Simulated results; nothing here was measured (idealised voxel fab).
process module | voxel local oxidation
cross-section cut | 270 nm wide | cells 5 nm
A cross-section is a grid of square cells, given in bands from the top down. A band is one or more rows of cells.
Each band's line starts with the height of the band's top and of its bottom, in nm. Then come its materials from left to right, each with its width in nm. One material with "throughout" fills the band from edge to edge. "air" is empty space.
Height 0 is the level under which the wafer as received is all one material. The lowest band goes on downwards, as in "0 down".
A width such as "30 to 40" changes by the same amount from each row of cells to the next, from the band's top row to its bottom row.
"no change" after a step means that no cell of the cross-section changed.
closed voids: empty space of 8 cells or more with no open way to the top, each as width x height at its distance from the left edge, in nm
after a step's settings: what the simulator itself notes on the step
overlay nm, on a step with a mask: how far to the right of its planned place the mask lay; to the left if negative
plan
1 op RECEIVE | material Si
2 op OXIDIZE | depth nm 5
3 op CONFORMAL_DEP | material SiN | thk nm 10
4 op PATTERN | tone cover | mask id ACTIVE | material resist | width nm 125 | thk nm 20 | overlay nm 0
5 op DIRECTIONAL_ETCH | etch materials SiN | depth nm 10
6 op STRIP | etch materials resist
7 op SELECTIVE_ETCH | etch materials SiO2 | depth nm 5
8 op OXIDIZE | depth nm 15
9 op STRIP | etch materials SiN
as received, after step 1
  0 down: Si throughout
  closed voids: none
a wafer at the end: this start, this plan, one mistake
  0 to -5: air 80 | SiO2 115 | air 75
  -5 to -20: SiO2 95 | Si 85 | SiO2 90
  -20 down: Si throughout
  closed voids: none
what went wrong: step 4 ran as: op PATTERN | tone cover | mask id ACTIVE | material resist | width nm 125 | thk nm 20 | overlay nm 5
